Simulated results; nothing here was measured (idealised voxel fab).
Process module, titled voxel self aligned vias
It is cross-section cut that appears here, measuring 245 nm in width, its square cells being 5 nm in size.
Notation: cross-section as square-cell grid; stated in bands, top first, going down; one or more cell rows per band.
For a band, the entry starts with two heights in nm, that of the top and then that of the bottom, and carries on with the band's materials in order from left to right, each alongside its width in nm; the word "all across" beside a single material means it fills the band edge to edge, and "empty" means empty space.
Height reference: 0 = level under which incoming wafer is all one material. Lowest band: no bottom, runs on downward, e.g. "0 and below".
Width "30..40": first value at the band's top row of cells, second value at its bottom row, equal change from row to row.
"all unchanged" after a step means that no cell of the cross-section changed.
Listed closed voids: empty space of 8 cells or more with no open way to the top, each as width x height at its distance from the left edge, in nm
That trailing text on a step's line, after the settings, is the simulator's own remark on the step.
A step's line can hold "overlay nm"; with a mask on that step, the setting says how far right of the planned place the mask lay, while a negative setting says it lay to the left.
# This section lists the process steps that were planned
1 RECEIVE | material Si
2 CONFORMAL_DEP | material SiO2 | thk nm 15
3 CONFORMAL_DEP | material SiCN | thk nm 5
4 DIRECTIONAL_DEP | material SiO2 | thk nm 25
5 MASKED_ETCH | tone open | mask id LINES | width nm 25 | pitch nm 65 | etch materials SiO2 | depth nm 25 | overlay nm 0
6 CONFORMAL_DEP | material TiN | thk nm 5
7 FILL_DEP | material Ru | thk nm 5
8 CMP | height nm 45
9 SELECTIVE_ETCH | etch materials W Ru TiN | depth nm 5
10 FILL_DEP | material SiN | thk nm 5
11 CMP | height nm 45
12 DIRECTIONAL_DEP | material SiO2 | thk nm 15
13 DIRECTIONAL_DEP | material aC | thk nm 10
14 PATTERN | tone open | mask id VIAS | material resist | width nm 45 | pitch nm 130 | thk nm 25 | overlay nm 0
15 DIRECTIONAL_ETCH | etch materials aC | depth nm 10
16 STRIP | etch materials resist
17 DIRECTIONAL_ETCH | etch materials SiO2 | depth nm 15
18 DIRECTIONAL_ETCH | etch materials SiN | depth nm 5
19 STRIP | etch materials aC
20 CONFORMAL_DEP | material TiN | thk nm 5
21 FILL_DEP | material Ru | thk nm 10
22 CMP | height nm 60
23 CONFORMAL_DEP | material SiN | thk nm 5
# First out of two wafers; run went to plan
# Wafer cross-section on receipt, i.e. after step 1
- 0 and below: Si all across
- Listed closed voids: none
# After step 2, in cross-section
- 15 down to 0: SiO2 all across
- Whatever lies below 0 is exactly as it was before.
# After step 3, in cross-section
- 20 down to 15: SiCN all across
- Whatever lies below 15 is exactly as it was before.
# After step 4, in cross-section
- 45 down to 20: SiO2 all across
- Whatever lies below 20 is exactly as it was before.
# After step 5, in cross-section
- 45 down to 20: SiO2 45 nm | empty 25 nm | SiO2 40 nm | empty 25 nm | SiO2 40 nm | empty 25 nm | SiO2 45 nm
- Whatever lies below 20 is exactly as it was before.
# After step 6, in cross-section
- 50 down to 45: TiN 50 nm | empty 15 nm | TiN 50 nm | empty 15 nm | TiN 50 nm | empty 15 nm | TiN 50 nm
- 45 down to 25: SiO2 45 nm | TiN 5 nm | empty 15 nm | TiN 5 nm | SiO2 40 nm | TiN 5 nm | empty 15 nm | TiN 5 nm | SiO2 40 nm | TiN 5 nm | empty 15 nm | TiN 5 nm | SiO2 45 nm
- 25 down to 20: SiO2 45 nm | TiN 25 nm | SiO2 40 nm | TiN 25 nm | SiO2 40 nm | TiN 25 nm | SiO2 45 nm
- Whatever lies below 20 is exactly as it was before.
# After step 7, in cross-section
- 55 down to 50: Ru all across
- 50 down to 45: TiN 50 nm | Ru 15 nm | TiN 50 nm | Ru 15 nm | TiN 50 nm | Ru 15 nm | TiN 50 nm
- 45 down to 25: SiO2 45 nm | TiN 5 nm | Ru 15 nm | TiN 5 nm | SiO2 40 nm | TiN 5 nm | Ru 15 nm | TiN 5 nm | SiO2 40 nm | TiN 5 nm | Ru 15 nm | TiN 5 nm | SiO2 45 nm
- Whatever lies below 25 is exactly as it was before.
# After step 8, in cross-section
- 45 down to 25: SiO2 45 nm | TiN 5 nm | Ru 15 nm | TiN 5 nm | SiO2 40 nm | TiN 5 nm | Ru 15 nm | TiN 5 nm | SiO2 40 nm | TiN 5 nm | Ru 15 nm | TiN 5 nm | SiO2 45 nm
- Whatever lies below 25 is exactly as it was before.
# After step 9, in cross-section
- 45 down to 40: SiO2 45 nm | empty 25 nm | SiO2 40 nm | empty 25 nm | SiO2 40 nm | empty 25 nm | SiO2 45 nm
- Whatever lies below 40 is exactly as it was before.
# After step 10, in cross-section
- 50 down to 45: SiN all across
- 45 down to 40: SiO2 45 nm | SiN 25 nm | SiO2 40 nm | SiN 25 nm | SiO2 40 nm | SiN 25 nm | SiO2 45 nm
- Whatever lies below 40 is exactly as it was before.
# After step 11, in cross-section
- 45 down to 40: SiO2 45 nm | SiN 25 nm | SiO2 40 nm | SiN 25 nm | SiO2 40 nm | SiN 25 nm | SiO2 45 nm
- Whatever lies below 40 is exactly as it was before.
# After step 12, in cross-section
- 60 down to 45: SiO2 all across
- Whatever lies below 45 is exactly as it was before.
# After step 13, in cross-section
- 70 down to 60: aC all across
- Whatever lies below 60 is exactly as it was before.
# After step 14, in cross-section
- 95 down to 70: resist 35 nm | empty 45 nm | resist 85 nm | empty 45 nm | resist 35 nm
- Whatever lies below 70 is exactly as it was before.
# After step 15, in cross-section
- 85 down to 70: resist 35 nm | empty 45 nm | resist 85 nm | empty 45 nm | resist 35 nm
- 70 down to 60: aC 35 nm | empty 45 nm | aC 85 nm | empty 45 nm | aC 35 nm
- Whatever lies below 60 is exactly as it was before.
# After step 16, in cross-section
- 70 down to 60: aC 35 nm | empty 45 nm | aC 85 nm | empty 45 nm | aC 35 nm
- Whatever lies below 60 is exactly as it was before.
# After step 17, in cross-section
- 70 down to 60: aC 35 nm | empty 45 nm | aC 85 nm | empty 45 nm | aC 35 nm
- 60 down to 45: SiO2 35 nm | empty 45 nm | SiO2 85 nm | empty 45 nm | SiO2 35 nm
- Whatever lies below 45 is exactly as it was before.
# After step 18, in cross-section
- 70 down to 60: aC 35 nm | empty 45 nm | aC 85 nm | empty 45 nm | aC 35 nm
- 60 down to 45: SiO2 35 nm | empty 45 nm | SiO2 85 nm | empty 45 nm | SiO2 35 nm
- 45 down to 40: SiO2 45 nm | empty 25 nm | SiO2 40 nm | SiN 25 nm | SiO2 40 nm | empty 25 nm | SiO2 45 nm
- Whatever lies below 40 is exactly as it was before.
# After step 19, in cross-section
- 60 down to 45: SiO2 35 nm | empty 45 nm | SiO2 85 nm | empty 45 nm | SiO2 35 nm
- Whatever lies below 45 is exactly as it was before.
# After step 20, in cross-section
- 65 down to 60: TiN 40 nm | empty 35 nm | TiN 95 nm | empty 35 nm | TiN 40 nm
- 60 down to 50: SiO2 35 nm | TiN 5 nm | empty 35 nm | TiN 5 nm | SiO2 85 nm | TiN 5 nm | empty 35 nm | TiN 5 nm | SiO2 35 nm
- 50 down to 45: SiO2 35 nm | TiN 15 nm | empty 15 nm | TiN 15 nm | SiO2 85 nm | TiN 15 nm | empty 15 nm | TiN 15 nm | SiO2 35 nm
- 45 down to 40: SiO2 45 nm | TiN 25 nm | SiO2 40 nm | SiN 25 nm | SiO2 40 nm | TiN 25 nm | SiO2 45 nm
- Whatever lies below 40 is exactly as it was before.
# After step 21, in cross-section
- 75 down to 65: Ru all across
- 65 down to 60: TiN 40 nm | Ru 35 nm | TiN 95 nm | Ru 35 nm | TiN 40 nm
- 60 down to 50: SiO2 35 nm | TiN 5 nm | Ru 35 nm | TiN 5 nm | SiO2 85 nm | TiN 5 nm | Ru 35 nm | TiN 5 nm | SiO2 35 nm
- 50 down to 45: SiO2 35 nm | TiN 15 nm | Ru 15 nm | TiN 15 nm | SiO2 85 nm | TiN 15 nm | Ru 15 nm | TiN 15 nm | SiO2 35 nm
- Whatever lies below 45 is exactly as it was before.
# After step 22, in cross-section
- 60 down to 50: SiO2 35 nm | TiN 5 nm | Ru 35 nm | TiN 5 nm | SiO2 85 nm | TiN 5 nm | Ru 35 nm | TiN 5 nm | SiO2 35 nm
- Whatever lies below 50 is exactly as it was before.
# After step 23, in cross-section
- 65 down to 60: SiN all across
- Whatever lies below 60 is exactly as it was before.
# Notes, second wafer: start = first wafer's, plan = first wafer's, execution had one mistake; history identical to first through step 4
# Cross-section, second wafer, at the end time the plan gives for step 5
- 45 down to 20: SiO2 55 nm | empty 25 nm | SiO2 40 nm | empty 25 nm | SiO2 40 nm | empty 25 nm | SiO2 35 nm
- Whatever lies below 20 is exactly as it was before.
# Cross-section, second wafer, at the end time the plan gives for step 6
- 50 down to 45: TiN 60 nm | empty 15 nm | TiN 50 nm | empty 15 nm | TiN 50 nm | empty 15 nm | TiN 40 nm
- 45 down to 25: SiO2 55 nm | TiN 5 nm | empty 15 nm | TiN 5 nm | SiO2 40 nm | TiN 5 nm | empty 15 nm | TiN 5 nm | SiO2 40 nm | TiN 5 nm | empty 15 nm | TiN 5 nm | SiO2 35 nm
- 25 down to 20: SiO2 55 nm | TiN 25 nm | SiO2 40 nm | TiN 25 nm | SiO2 40 nm | TiN 25 nm | SiO2 35 nm
- Whatever lies below 20 is exactly as it was before.
# Cross-section, second wafer, at the end time the plan gives for step 7
- 55 down to 50: Ru all across
- 50 down to 45: TiN 60 nm | Ru 15 nm | TiN 50 nm | Ru 15 nm | TiN 50 nm | Ru 15 nm | TiN 40 nm
- 45 down to 25: SiO2 55 nm | TiN 5 nm | Ru 15 nm | TiN 5 nm | SiO2 40 nm | TiN 5 nm | Ru 15 nm | TiN 5 nm | SiO2 40 nm | TiN 5 nm | Ru 15 nm | TiN 5 nm | SiO2 35 nm
- Whatever lies below 25 is exactly as it was before.
# Cross-section, second wafer, at the end time the plan gives for step 8
- 45 down to 25: SiO2 55 nm | TiN 5 nm | Ru 15 nm | TiN 5 nm | SiO2 40 nm | TiN 5 nm | Ru 15 nm | TiN 5 nm | SiO2 40 nm | TiN 5 nm | Ru 15 nm | TiN 5 nm | SiO2 35 nm
- Whatever lies below 25 is exactly as it was before.
# Cross-section, second wafer, at the end time the plan gives for step 9
- 45 down to 40: SiO2 55 nm | empty 25 nm | SiO2 40 nm | empty 25 nm | SiO2 40 nm | empty 25 nm | SiO2 35 nm
- Whatever lies below 40 is exactly as it was before.
# Cross-section, second wafer, at the end time the plan gives for step 10
- 50 down to 45: SiN all across
- 45 down to 40: SiO2 55 nm | SiN 25 nm | SiO2 40 nm | SiN 25 nm | SiO2 40 nm | SiN 25 nm | SiO2 35 nm
- Whatever lies below 40 is exactly as it was before.
# Cross-section, second wafer, at the end time the plan gives for step 11
- 45 down to 40: SiO2 55 nm | SiN 25 nm | SiO2 40 nm | SiN 25 nm | SiO2 40 nm | SiN 25 nm | SiO2 35 nm
- Whatever lies below 40 is exactly as it was before.
# Cross-section, second wafer, at the end time the plan gives for step 12
- 60 down to 45: SiO2 all across
- Whatever lies below 45 is exactly as it was before.
# Cross-section, second wafer, at the end time the plan gives for step 13
- 70 down to 60: aC all across
- Whatever lies below 60 is exactly as it was before.
# Cross-section, second wafer, at the end time the plan gives for step 14
- 95 down to 70: resist 35 nm | empty 45 nm | resist 85 nm | empty 45 nm | resist 35 nm
- Whatever lies below 70 is exactly as it was before.
# Cross-section, second wafer, at the end time the plan gives for step 15
- 85 down to 70: resist 35 nm | empty 45 nm | resist 85 nm | empty 45 nm | resist 35 nm
- 70 down to 60: aC 35 nm | empty 45 nm | aC 85 nm | empty 45 nm | aC 35 nm
- Whatever lies below 60 is exactly as it was before.
# Cross-section, second wafer, at the end time the plan gives for step 16
- 70 down to 60: aC 35 nm | empty 45 nm | aC 85 nm | empty 45 nm | aC 35 nm
- Whatever lies below 60 is exactly as it was before.
# Cross-section, second wafer, at the end time the plan gives for step 17
- 70 down to 60: aC 35 nm | empty 45 nm | aC 85 nm | empty 45 nm | aC 35 nm
- 60 down to 45: SiO2 35 nm | empty 45 nm | SiO2 85 nm | empty 45 nm | SiO2 35 nm
- Whatever lies below 45 is exactly as it was before.
# Cross-section, second wafer, at the end time the plan gives for step 18
- 70 down to 60: aC 35 nm | empty 45 nm | aC 85 nm | empty 45 nm | aC 35 nm
- 60 down to 45: SiO2 35 nm | empty 45 nm | SiO2 85 nm | empty 45 nm | SiO2 35 nm
- 45 down to 40: SiO2 55 nm | empty 25 nm | SiO2 40 nm | SiN 25 nm | SiO2 40 nm | empty 25 nm | SiO2 35 nm
- Whatever lies below 40 is exactly as it was before.
# Cross-section, second wafer, at the end time the plan gives for step 19
- 60 down to 45: SiO2 35 nm | empty 45 nm | SiO2 85 nm | empty 45 nm | SiO2 35 nm
- Whatever lies below 45 is exactly as it was before.
# Cross-section, second wafer, at the end time the plan gives for step 20
- 65 down to 60: TiN 40 nm | empty 35 nm | TiN 95 nm | empty 35 nm | TiN 40 nm
- 60 down to 50: SiO2 35 nm | TiN 5 nm | empty 35 nm | TiN 5 nm | SiO2 85 nm | TiN 5 nm | empty 35 nm | TiN 5 nm | SiO2 35 nm
- 50 down to 45: SiO2 35 nm | TiN 25 nm | empty 15 nm | TiN 5 nm | SiO2 85 nm | TiN 25 nm | empty 15 nm | TiN 5 nm | SiO2 35 nm
- 45 down to 40: SiO2 55 nm | TiN 25 nm | SiO2 40 nm | SiN 25 nm | SiO2 40 nm | TiN 25 nm | SiO2 35 nm
- Whatever lies below 40 is exactly as it was before.
# Cross-section, second wafer, at the end time the plan gives for step 21
- 75 down to 65: Ru all across
- 65 down to 60: TiN 40 nm | Ru 35 nm | TiN 95 nm | Ru 35 nm | TiN 40 nm
- 60 down to 50: SiO2 35 nm | TiN 5 nm | Ru 35 nm | TiN 5 nm | SiO2 85 nm | TiN 5 nm | Ru 35 nm | TiN 5 nm | SiO2 35 nm
- 50 down to 45: SiO2 35 nm | TiN 25 nm | Ru 15 nm | TiN 5 nm | SiO2 85 nm | TiN 25 nm | Ru 15 nm | TiN 5 nm | SiO2 35 nm
- Whatever lies below 45 is exactly as it was before.
# Cross-section, second wafer, at the end time the plan gives for step 22
- 60 down to 50: SiO2 35 nm | TiN 5 nm | Ru 35 nm | TiN 5 nm | SiO2 85 nm | TiN 5 nm | Ru 35 nm | TiN 5 nm | SiO2 35 nm
- Whatever lies below 50 is exactly as it was before.
# Cross-section, second wafer, at the end time the plan gives for step 23
- 65 down to 60: SiN all across
- Whatever lies below 60 is exactly as it was before.
What was done differently from what was planned? step 5 did not use the planned setting and instead ran as MASKED_ETCH | tone open | mask id LINES | width nm 25 | pitch nm 65 | etch materials SiO2 | depth nm 25 | overlay nm 10
The two final wafers agree on how many cells each material fills and disagree on which cells those are.
